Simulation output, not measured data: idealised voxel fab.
The following process module bears the name voxel capacitor over wiring.
Section cut is 165 nm wide and gridded with 5 nm square cells.
This document writes a cross-section as a grid whose cells are square, and gives it as bands, listed from the top down; one or more rows of cells form a band.
The band entry comprises the height of the band's top followed by the height of its bottom, expressed in nm, and subsequently the band's materials from left to right, each stated together with its width in nm. Where a single material is marked with the word "full width", that material fills the band from edge to edge. The word "empty" represents empty space.
The level at which height equals 0 is the one under which the wafer, as it arrives, is entirely one material. No lower edge exists for the bottom band, which continues downward and is notated as in "0 -> down".
Graded width ("30 to 40"): value in top row of band = first number; value in bottom row = second number; row-to-row change constant.
For the purposes of this document, the phrase "no alterations made" attached to a step denotes that no cell within the cross-section was modified by that step.
"Sealed internal cavities" enumerates empty spaces isolated from the top, with no open way to it, that contain at least 8 cells, giving each as width x height at distance from the left edge, all three in nm.
Heads up: the bit after the settings on a step's line is the simulator's remark on that step.
Each step line may optionally specify "overlay nm", which for a step with a mask gives the rightward distance between the mask's planned place and where it lay, a negative value indicating the leftward direction.
Pairs, read this way: before one process step on the one hand, after it on the other, the after cross-section ending at the lowest band that changed; the step between, settings included, beneath. Same starting wafer throughout, but possibly different runs of this module, so no pair continues from the pair above unless its entry headed "Cross-section, before" says so.
[Cross-section, before]
	80 -> 75: TiN=55; empty=5; TiN=105
	75 -> 65: SiO2=50; TiN=5; empty=5; TiN=5; SiO2=100
	65 -> 55: SiO2=50 to 55; TiN=15 to 45; SiO2=100 to 65
	55 -> 50: SiO2=40; TiN=15; SiN=45; SiO2=65
	50 -> 45: SiO2=35; TiN=5; SiN=15; TiN=50; SiO2=60
	45 -> 40: SiCN=40; TiN=15; SiCN=110
	40 -> 30: SiO2 full width
	30 -> 15: SiO2=25; W=30; SiO2=55; W=30; SiO2=25
	15 -> 10: SiO2=25; TiN=30; SiO2=55; TiN=30; SiO2=25
	10 -> 0: SiO2 full width
	0 -> down: Si full width
	Sealed internal cavities: none
[Resulting Structure]
	85 -> 80: W full width
	80 -> 75: TiN=55; W=5; TiN=105
	75 -> 65: SiO2=50; TiN=5; W=5; TiN=5; SiO2=100
	Unchanged below 65.
	Sealed internal cavities: none
Step applied between the pre-step and post-step cross-sections shown above: FILL_DEP [material W] [thk nm 5]
Cross-section, before: the after view from the pair directly above serves as the before view here.
[Resulting Structure]
	75 -> 65: SiO2=50; TiN=5; W=5; TiN=5; SiO2=100
	Unchanged below 65.
	Sealed internal cavities: none
Step applied between the pre-step and post-step cross-sections shown above: CMP [height nm 75]
Cross-section, before: the after view from the pair directly above serves as the before view here.
[Resulting Structure]
	80 -> 75: SiN full width
	Unchanged below 75.
	Sealed internal cavities: none
Step applied between the pre-step and post-step cross-sections shown above: CONFORMAL_DEP [material SiN] [thk nm 5]
[Cross-section, before]
	50 -> 45: TiN full width
	45 -> 35: SiO2=40; Ru=15; SiO2=110
	35 -> 30: SiCN=40; Ru=15; SiCN=110
	30 -> 15: SiO2=25; W=30; SiO2=55; W=30; SiO2=25
	15 -> 10: SiO2=25; TiN=30; SiO2=55; TiN=30; SiO2=25
	10 -> 0: SiO2 full width
	0 -> down: Si full width
	Sealed internal cavities: none
[Resulting Structure]
	65 -> 50: SiN full width
	Unchanged below 50.
	Sealed internal cavities: none
Step applied between the pre-step and post-step cross-sections shown above: DIRECTIONAL_DEP [material SiN] [thk nm 15]
Cross-section, before: the after view from the pair directly above serves as the before view here.
[Resulting Structure]
	70 -> 65: TiN full width
	Unchanged below 65.
	Sealed internal cavities: none
Step applied between the pre-step and post-step cross-sections shown above: DIRECTIONAL_DEP [material TiN] [thk nm 5]
Cross-section, before: the after view from the pair directly above serves as the before view here.
[Resulting Structure]
	70 -> 65: empty=40; TiN=60; empty=65
	Unchanged below 65.
	Sealed internal cavities: none
Step applied between the pre-step and post-step cross-sections shown above: MASKED_ETCH [tone cover] [mask id UPPER_PLATE] [width nm 60] [etch materials TiN] [depth nm 5] [overlay nm 0]
Cross-section, before: the after view from the pair directly above serves as the before view here.
[Resulting Structure]
	70 -> 65: empty=40; TiN=60; empty=65
	65 -> 60: empty=40; SiN=60; empty=65
	Unchanged below 60.
	Sealed internal cavities: none
Step applied between the pre-step and post-step cross-sections shown above: MASKED_ETCH [tone cover] [mask id UPPER_PLATE] [width nm 60] [etch materials SiN] [depth nm 5] [overlay nm 0]
Cross-section, before: the after view from the pair directly above serves as the before view here.
[Resulting Structure]
	90 -> 70: SiO2 full width
	70 -> 65: SiO2=40; TiN=60; SiO2=65
	65 -> 60: SiO2=40; SiN=60; SiO2=65
	Unchanged below 60.
	Sealed internal cavities: none
Step applied between the pre-step and post-step cross-sections shown above: FILL_DEP [material SiO2] [thk nm 20]
Cross-section, before: the after view from the pair directly above serves as the before view here.
[Resulting Structure]
	75 -> 70: SiO2 full width
	Unchanged below 70.
	Sealed internal cavities: none
Step applied between the pre-step and post-step cross-sections shown above: CMP [height nm 75]
Cross-section, before: the after view from the pair directly above serves as the before view here.
[Resulting Structure]
	95 -> 75: resist=50; empty=15; resist=100
	Unchanged below 75.
	Sealed internal cavities: none
Step applied between the pre-step and post-step cross-sections shown above: PATTERN [tone open] [mask id PLUG_2] [material resist] [width nm 15] [thk nm 20] [overlay nm 0]
Cross-section, before: the after view from the pair directly above serves as the before view here.
[Resulting Structure]
	95 -> 75: resist=50; empty=15; resist=100
	75 -> 70: SiO2=50; empty=15; SiO2=100
	Unchanged below 70.
	Sealed internal cavities: none
Step applied between the pre-step and post-step cross-sections shown above: DIRECTIONAL_ETCH [etch materials SiO2] [depth nm 15]
Cross-section, before: the after view from the pair directly above serves as the before view here.
[Resulting Structure]
	75 -> 70: SiO2=50; empty=15; SiO2=100
	Unchanged below 70.
	Sealed internal cavities: none
Step applied between the pre-step and post-step cross-sections shown above: STRIP [etch materials resist]
Cross-section, before: the after view from the pair directly above serves as the before view here.
[Resulting Structure]
	80 -> 75: TiN=55; empty=5; TiN=105
	75 -> 65: SiO2=50 to 40; TiN=15 to 60; SiO2=100 to 65
	Unchanged below 65.
	Sealed internal cavities: none
Step applied between the pre-step and post-step cross-sections shown above: CONFORMAL_DEP [material TiN] [thk nm 5]
Cross-section, before: the after view from the pair directly above serves as the before view here.
[Resulting Structure]
	85 -> 80: W full width
	80 -> 75: TiN=55; W=5; TiN=105
	Unchanged below 75.
	Sealed internal cavities: none
Step applied between the pre-step and post-step cross-sections shown above: FILL_DEP [material W] [thk nm 5]
Cross-section, before: the after view from the pair directly above serves as the before view here.
[Resulting Structure]
	75 -> 65: SiO2=50 to 40; TiN=15 to 60; SiO2=100 to 65
	Unchanged below 65.
	Sealed internal cavities: none
Step applied between the pre-step and post-step cross-sections shown above: CMP [height nm 75]
Cross-section, before: the after view from the pair directly above serves as the before view here.
[Resulting Structure]
	80 -> 75: SiN full width
	Unchanged below 75.
	Sealed internal cavities: none
Step applied between the pre-step and post-step cross-sections shown above: CONFORMAL_DEP [material SiN] [thk nm 5]
[Cross-section, before]
	45 -> 35: SiO2 full width
	35 -> 30: SiCN full width
	30 -> 15: SiO2=25; W=30; SiO2=55; W=30; SiO2=25
	15 -> 10: SiO2=25; TiN=30; SiO2=55; TiN=30; SiO2=25
	10 -> 0: SiO2 full width
	0 -> down: Si full width
	Sealed internal cavities: none
[Resulting Structure]
	45 -> 35: SiO2=35; empty=25; SiO2=105
	Unchanged below 35.
	Sealed internal cavities: none
Step applied between the pre-step and post-step cross-sections shown above: MASKED_ETCH [tone open] [mask id PLUG_1] [width nm 25] [etch materials SiO2] [depth nm 10] [overlay nm 0]
Cross-section, before: the after view from the pair directly above serves as the before view here.
[Resulting Structure]
	45 -> 35: SiO2=35; empty=25; SiO2=105
	35 -> 30: SiCN=40; empty=15; SiCN=110
	Unchanged below 30.
	Sealed internal cavities: none
Step applied between the pre-step and post-step cross-sections shown above: MASKED_ETCH [tone open] [mask id PLUG_1] [width nm 15] [etch materials SiCN] [depth nm 5] [overlay nm 0]
Cross-section, before: the after view from the pair directly above serves as the before view here.
[Resulting Structure]
	45 -> 40: SiO2=35; empty=25; SiO2=105
	40 -> 35: SiO2=35; Ru=25; SiO2=105
	35 -> 30: SiCN=40; Ru=15; SiCN=110
	Unchanged below 30.
	Sealed internal cavities: none
Step applied between the pre-step and post-step cross-sections shown above: EPI [material Ru] [thk nm 10]
Cross-section, before: the after view from the pair directly above serves as the before view here.
[Resulting Structure]
	45 -> 35: SiO2=35; Ru=25; SiO2=105
	Unchanged below 35.
	Sealed internal cavities: none
Step applied between the pre-step and post-step cross-sections shown above: EPI [material Ru] [thk nm 5]
Cross-section, before: the after view from the pair directly above serves as the before view here.
[Resulting Structure]
	50 -> 45: TiN full width
	Unchanged below 45.
	Sealed internal cavities: none
Step applied between the pre-step and post-step cross-sections shown above: DIRECTIONAL_DEP [material TiN] [thk nm 5]
Cross-section, before: the after view from the pair directly above serves as the before view here.
[Resulting Structure]
	55 -> 50: SiN full width
	Unchanged below 50.
	Sealed internal cavities: none
Step applied between the pre-step and post-step cross-sections shown above: DIRECTIONAL_DEP [material SiN] [thk nm 5]
Cross-section, before: the after view from the pair directly above serves as the before view here.
[Resulting Structure]
	60 -> 55: TiN full width
	Unchanged below 55.
	Sealed internal cavities: none
Step applied between the pre-step and post-step cross-sections shown above: DIRECTIONAL_DEP [material TiN] [thk nm 5]
Cross-section, before: the after view from the pair directly above serves as the before view here.
[Resulting Structure]
	60 -> 55: empty=40; TiN=60; empty=65
	Unchanged below 55.
	Sealed internal cavities: none
Step applied between the pre-step and post-step cross-sections shown above: MASKED_ETCH [tone cover] [mask id UPPER_PLATE] [width nm 60] [etch materials TiN] [depth nm 5] [overlay nm 0]
Cross-section, before: the after view from the pair directly above serves as the before view here.
[Resulting Structure]
	60 -> 55: empty=40; TiN=60; empty=65
	55 -> 50: empty=40; SiN=60; empty=65
	Unchanged below 50.
	Sealed internal cavities: none
Step applied between the pre-step and post-step cross-sections shown above: MASKED_ETCH [tone cover] [mask id UPPER_PLATE] [width nm 60] [etch materials SiN] [depth nm 5] [overlay nm 0]
Cross-section, before: the after view from the pair directly above serves as the before view here.
[Resulting Structure]
	60 -> 55: empty=40; TiN=60; empty=65
	55 -> 50: empty=40; SiN=60; empty=65
	50 -> 45: empty=35; TiN=70; empty=60
	Unchanged below 45.
	Sealed internal cavities: none
Step applied between the pre-step and post-step cross-sections shown above: MASKED_ETCH [tone cover] [mask id LOWER_PLATE] [width nm 70] [etch materials TiN] [depth nm 5] [overlay nm 0]
Cross-section, before: the after view from the pair directly above serves as the before view here.
[Resulting Structure]
	80 -> 60: SiO2 full width
	60 -> 55: SiO2=40; TiN=60; SiO2=65
	55 -> 50: SiO2=40; SiN=60; SiO2=65
	50 -> 45: SiO2=35; TiN=70; SiO2=60
	Unchanged below 45.
	Sealed internal cavities: none
Step applied between the pre-step and post-step cross-sections shown above: FILL_DEP [material SiO2] [thk nm 20]
Cross-section, before: the after view from the pair directly above serves as the before view here.
[Resulting Structure]
	75 -> 60: SiO2 full width
	Unchanged below 60.
	Sealed internal cavities: none
Step applied between the pre-step and post-step cross-sections shown above: CMP [height nm 75]
Cross-section, before: the after view from the pair directly above serves as the before view here.
[Resulting Structure]
	95 -> 75: resist=50; empty=15; resist=100
	Unchanged below 75.
	Sealed internal cavities: none
Step applied between the pre-step and post-step cross-sections shown above: PATTERN [tone open] [mask id PLUG_2] [material resist] [width nm 15] [thk nm 20] [overlay nm 0]
Cross-section, before: the after view from the pair directly above serves as the before view here.
[Resulting Structure]
	95 -> 75: resist=50; empty=15; resist=100
	75 -> 60: SiO2=50; empty=15; SiO2=100
	Unchanged below 60.
	Sealed internal cavities: none
Step applied between the pre-step and post-step cross-sections shown above: DIRECTIONAL_ETCH [etch materials SiO2] [depth nm 15]
Cross-section, before: the after view from the pair directly above serves as the before view here.
[Resulting Structure]
	75 -> 60: SiO2=50; empty=15; SiO2=100
	Unchanged below 60.
	Sealed internal cavities: none
Step applied between the pre-step and post-step cross-sections shown above: STRIP [etch materials resist]
Cross-section, before: the after view from the pair directly above serves as the before view here.
[Resulting Structure]
	80 -> 75: TiN=55; empty=5; TiN=105
	75 -> 65: SiO2=50; TiN=5; empty=5; TiN=5; SiO2=100
	65 -> 55: SiO2=50 to 40; TiN=15 to 60; SiO2=100 to 65
	Unchanged below 55.
	Sealed internal cavities: none
Step applied between the pre-step and post-step cross-sections shown above: CONFORMAL_DEP [material TiN] [thk nm 5]
Cross-section, before: the after view from the pair directly above serves as the before view here.
[Resulting Structure]
	85 -> 80: W full width
	80 -> 75: TiN=55; W=5; TiN=105
	75 -> 65: SiO2=50; TiN=5; W=5; TiN=5; SiO2=100
	Unchanged below 65.
	Sealed internal cavities: none
Step applied between the pre-step and post-step cross-sections shown above: FILL_DEP [material W] [thk nm 5]
Cross-section, before: the after view from the pair directly above serves as the before view here.
[Resulting Structure]
	75 -> 65: SiO2=50; TiN=5; W=5; TiN=5; SiO2=100
	Unchanged below 65.
	Sealed internal cavities: none
Step applied between the pre-step and post-step cross-sections shown above: CMP [height nm 75]
Cross-section, before: the after view from the pair directly above serves as the before view here.
[Resulting Structure]
	80 -> 75: SiN full width
	Unchanged below 75.
	Sealed internal cavities: none
Step applied between the pre-step and post-step cross-sections shown above: CONFORMAL_DEP [material SiN] [thk nm 5]
[Cross-section, before]
	45 -> 35: SiO2 full width
	35 -> 30: SiCN full width
	30 -> 15: SiO2=25; W=30; SiO2=55; W=30; SiO2=25
	15 -> 10: SiO2=25; TiN=30; SiO2=55; TiN=30; SiO2=25
	10 -> 0: SiO2 full width
	0 -> down: Si full width
	Sealed internal cavities: none
[Resulting Structure]
	45 -> 35: SiO2=50; empty=15; SiO2=100
	Unchanged below 35.
	Sealed internal cavities: none
Step applied between the pre-step and post-step cross-sections shown above: MASKED_ETCH [tone open] [mask id PLUG_1] [width nm 15] [etch materials SiO2] [depth nm 10] [overlay nm 10]
Cross-section, before: the after view from the pair directly above serves as the before view here.
[Resulting Structure]
	45 -> 35: SiO2=50; empty=15; SiO2=100
	35 -> 30: SiCN=50; empty=5; SiCN=110
	Unchanged below 30.
	Sealed internal cavities: none
Step applied between the pre-step and post-step cross-sections shown above: MASKED_ETCH [tone open] [mask id PLUG_1] [width nm 15] [etch materials SiCN] [depth nm 5] [overlay nm 0]
Cross-section, before: the after view from the pair directly above serves as the before view here.
[Resulting Structure]
	45 -> 40: SiO2=50; empty=15; SiO2=100
	40 -> 35: SiO2=50; Ru=10; empty=5; SiO2=100
	35 -> 30: SiCN=50; Ru=5; SiCN=110
	Unchanged below 30.
	Sealed internal cavities: none
Step applied between the pre-step and post-step cross-sections shown above: EPI [material Ru] [thk nm 10]
Cross-section, before: the after view from the pair directly above serves as the before view here.
[Resulting Structure]
	45 -> 35: SiO2=50; Ru=15; SiO2=100
	Unchanged below 35.
	Sealed internal cavities: none
Step applied between the pre-step and post-step cross-sections shown above: EPI [material Ru] [thk nm 5]
Cross-section, before: the after view from the pair directly above serves as the before view here.
[Resulting Structure]
	50 -> 45: TiN full width
	Unchanged below 45.
	Sealed internal cavities: none
Step applied between the pre-step and post-step cross-sections shown above: DIRECTIONAL_DEP [material TiN] [thk nm 5]
Cross-section, before: the after view from the pair directly above serves as the before view here.
[Resulting Structure]
	55 -> 50: SiN full width
	Unchanged below 50.
	Sealed internal cavities: none
Step applied between the pre-step and post-step cross-sections shown above: DIRECTIONAL_DEP [material SiN] [thk nm 5]
Cross-section, before: the after view from the pair directly above serves as the before view here.
[Resulting Structure]
	60 -> 55: TiN full width
	Unchanged below 55.
	Sealed internal cavities: none
Step applied between the pre-step and post-step cross-sections shown above: DIRECTIONAL_DEP [material TiN] [thk nm 5]
Cross-section, before: the after view from the pair directly above serves as the before view here.
[Resulting Structure]
	60 -> 55: empty=40; TiN=60; empty=65
	Unchanged below 55.
	Sealed internal cavities: none
Step applied between the pre-step and post-step cross-sections shown above: MASKED_ETCH [tone cover] [mask id UPPER_PLATE] [width nm 60] [etch materials TiN] [depth nm 5] [overlay nm 0]
Cross-section, before: the after view from the pair directly above serves as the before view here.
[Resulting Structure]
	60 -> 55: empty=40; TiN=60; empty=65
	55 -> 50: empty=40; SiN=60; empty=65
	Unchanged below 50.
	Sealed internal cavities: none
Step applied between the pre-step and post-step cross-sections shown above: MASKED_ETCH [tone cover] [mask id UPPER_PLATE] [width nm 60] [etch materials SiN] [depth nm 5] [overlay nm 0]
Cross-section, before: the after view from the pair directly above serves as the before view here.
[Resulting Structure]
	60 -> 55: empty=40; TiN=60; empty=65
	55 -> 50: empty=40; SiN=60; empty=65
	50 -> 45: empty=35; TiN=70; empty=60
	Unchanged below 45.
	Sealed internal cavities: none
Step applied between the pre-step and post-step cross-sections shown above: MASKED_ETCH [tone cover] [mask id LOWER_PLATE] [width nm 70] [etch materials TiN] [depth nm 5] [overlay nm 0]
Cross-section, before: the after view from the pair directly above serves as the before view here.
[Resulting Structure]
	80 -> 60: SiO2 full width
	60 -> 55: SiO2=40; TiN=60; SiO2=65
	55 -> 50: SiO2=40; SiN=60; SiO2=65
	50 -> 45: SiO2=35; TiN=70; SiO2=60
	Unchanged below 45.
	Sealed internal cavities: none
Step applied between the pre-step and post-step cross-sections shown above: FILL_DEP [material SiO2] [thk nm 20]
Cross-section, before: the after view from the pair directly above serves as the before view here.
[Resulting Structure]
	75 -> 60: SiO2 full width
	Unchanged below 60.
	Sealed internal cavities: none
Step applied between the pre-step and post-step cross-sections shown above: CMP [height nm 75]
Cross-section, before: the after view from the pair directly above serves as the before view here.
[Resulting Structure]
	95 -> 75: resist=50; empty=15; resist=100
	Unchanged below 75.
	Sealed internal cavities: none
Step applied between the pre-step and post-step cross-sections shown above: PATTERN [tone open] [mask id PLUG_2] [material resist] [width nm 15] [thk nm 20] [overlay nm 0]
Cross-section, before: the after view from the pair directly above serves as the before view here.
[Resulting Structure]
	95 -> 75: resist=50; empty=15; resist=100
	75 -> 60: SiO2=50; empty=15; SiO2=100
	Unchanged below 60.
	Sealed internal cavities: none
Step applied between the pre-step and post-step cross-sections shown above: DIRECTIONAL_ETCH [etch materials SiO2] [depth nm 15]
Cross-section, before: the after view from the pair directly above serves as the before view here.
[Resulting Structure]
	75 -> 60: SiO2=50; empty=15; SiO2=100
	Unchanged below 60.
	Sealed internal cavities: none
Step applied between the pre-step and post-step cross-sections shown above: STRIP [etch materials resist]
Cross-section, before: the after view from the pair directly above serves as the before view here.
[Resulting Structure]
	80 -> 75: TiN=55; empty=5; TiN=105
	75 -> 65: SiO2=50; TiN=5; empty=5; TiN=5; SiO2=100
	65 -> 55: SiO2=50 to 40; TiN=15 to 60; SiO2=100 to 65
	Unchanged below 55.
	Sealed internal cavities: none
Step applied between the pre-step and post-step cross-sections shown above: CONFORMAL_DEP [material TiN] [thk nm 5]
Cross-section, before: the after view from the pair directly above serves as the before view here.
[Resulting Structure]
	85 -> 80: W full width
	80 -> 75: TiN=55; W=5; TiN=105
	75 -> 65: SiO2=50; TiN=5; W=5; TiN=5; SiO2=100
	Unchanged below 65.
	Sealed internal cavities: none
Step applied between the pre-step and post-step cross-sections shown above: FILL_DEP [material W] [thk nm 5]
Cross-section, before: the after view from the pair directly above serves as the before view here.
[Resulting Structure]
	75 -> 65: SiO2=50; TiN=5; W=5; TiN=5; SiO2=100
	Unchanged below 65.
	Sealed internal cavities: none
Step applied between the pre-step and post-step cross-sections shown above: CMP [height nm 75]
Cross-section, before: the after view from the pair directly above serves as the before view here.
[Resulting Structure]
	80 -> 75: SiN full width
	Unchanged below 75.
	Sealed internal cavities: none
Step applied between the pre-step and post-step cross-sections shown above: CONFORMAL_DEP [material SiN] [thk nm 5]
[Cross-section, before]
	75 -> 65: SiO2=50; TiN=5; W=5; TiN=5; SiO2=100
	65 -> 55: SiO2=50 to 40; TiN=15 to 60; SiO2=100 to 65
	55 -> 50: SiO2=40; SiN=60; SiO2=65
	50 -> 45: SiO2=35; TiN=70; SiO2=60
	45 -> 35: SiO2=40; Ru=15; SiO2=110
	35 -> 30: SiCN=40; Ru=15; SiCN=110
	30 -> 15: SiO2=25; W=30; SiO2=55; W=30; SiO2=25
	15 -> 10: SiO2=25; TiN=30; SiO2=55; TiN=30; SiO2=25
	10 -> 0: SiO2 full width
	0 -> down: Si full width
	Sealed internal cavities: none
[Resulting Structure]
	80 -> 75: SiO2 full width
	Unchanged below 75.
	Sealed internal cavities: none
Step applied between the pre-step and post-step cross-sections shown above: CONFORMAL_DEP [material SiO2] [thk nm 5]
[Cross-section, before]
	60 -> 55: TiN full width
	55 -> 50: SiN full width
	50 -> 45: TiN full width
	45 -> 35: SiO2=40; Ru=15; SiO2=110
	35 -> 30: SiCN=40; Ru=15; SiCN=110
	30 -> 15: SiO2=25; W=30; SiO2=55; W=30; SiO2=25
	15 -> 10: SiO2=25; TiN=30; SiO2=55; TiN=30; SiO2=25
	10 -> 0: SiO2 full width
	0 -> down: Si full width
	Sealed internal cavities: none
[Resulting Structure]
	60 -> 55: TiN=40; empty=60; TiN=65
	Unchanged below 55.
	Sealed internal cavities: none
Step applied between the pre-step and post-step cross-sections shown above: MASKED_ETCH [tone open] [mask id UPPER_PLATE] [width nm 60] [etch materials TiN] [depth nm 5] [overlay nm 0]
Cross-section, before: the after view from the pair directly above serves as the before view here.
[Resulting Structure]
	60 -> 55: empty=35; TiN=5; empty=60; TiN=5; empty=60
	Unchanged below 55.
	Sealed internal cavities: none
Step applied between the pre-step and post-step cross-sections shown above: MASKED_ETCH [tone cover] [mask id LOWER_PLATE] [width nm 70] [etch materials TiN] [depth nm 5] [overlay nm 0]
Cross-section, before: the after view from the pair directly above serves as the before view here.
[Resulting Structure]
	80 -> 60: SiO2 full width
	60 -> 55: SiO2=35; TiN=5; SiO2=60; TiN=5; SiO2=60
	Unchanged below 55.
	Sealed internal cavities: none
Step applied between the pre-step and post-step cross-sections shown above: FILL_DEP [material SiO2] [thk nm 20]
Cross-section, before: the after view from the pair directly above serves as the before view here.
[Resulting Structure]
	75 -> 60: SiO2 full width
	Unchanged below 60.
	Sealed internal cavities: none
Step applied between the pre-step and post-step cross-sections shown above: CMP [height nm 75]
Cross-section, before: the after view from the pair directly above serves as the before view here.
[Resulting Structure]
	95 -> 75: resist=50; empty=15; resist=100
	Unchanged below 75.
	Sealed internal cavities: none
Step applied between the pre-step and post-step cross-sections shown above: PATTERN [tone open] [mask id PLUG_2] [material resist] [width nm 15] [thk nm 20] [overlay nm 0]
Cross-section, before: the after view from the pair directly above serves as the before view here.
[Resulting Structure]
	95 -> 75: resist=50; empty=15; resist=100
	75 -> 60: SiO2=50; empty=15; SiO2=100
	Unchanged below 60.
	Sealed internal cavities: none
Step applied between the pre-step and post-step cross-sections shown above: DIRECTIONAL_ETCH [etch materials SiO2] [depth nm 15]
Cross-section, before: the after view from the pair directly above serves as the before view here.
[Resulting Structure]
	75 -> 60: SiO2=50; empty=15; SiO2=100
	Unchanged below 60.
	Sealed internal cavities: none
Step applied between the pre-step and post-step cross-sections shown above: STRIP [etch materials resist]
Cross-section, before: the after view from the pair directly above serves as the before view here.
[Resulting Structure]
	80 -> 75: TiN=55; empty=5; TiN=105
	75 -> 65: SiO2=50; TiN=5; empty=5; TiN=5; SiO2=100
	65 -> 60: SiO2=50; TiN=15; SiO2=100
	Unchanged below 60.
	Sealed internal cavities: none
Step applied between the pre-step and post-step cross-sections shown above: CONFORMAL_DEP [material TiN] [thk nm 5]
Cross-section, before: the after view from the pair directly above serves as the before view here.
[Resulting Structure]
	85 -> 80: W full width
	80 -> 75: TiN=55; W=5; TiN=105
	75 -> 65: SiO2=50; TiN=5; W=5; TiN=5; SiO2=100
	Unchanged below 65.
	Sealed internal cavities: none
Step applied between the pre-step and post-step cross-sections shown above: FILL_DEP [material W] [thk nm 5]
Cross-section, before: the after view from the pair directly above serves as the before view here.
[Resulting Structure]
	75 -> 65: SiO2=50; TiN=5; W=5; TiN=5; SiO2=100
	Unchanged below 65.
	Sealed internal cavities: none
Step applied between the pre-step and post-step cross-sections shown above: CMP [height nm 75]
Cross-section, before: the after view from the pair directly above serves as the before view here.
[Resulting Structure]
	80 -> 75: SiN full width
	Unchanged below 75.
	Sealed internal cavities: none
Step applied between the pre-step and post-step cross-sections shown above: CONFORMAL_DEP [material SiN] [thk nm 5]
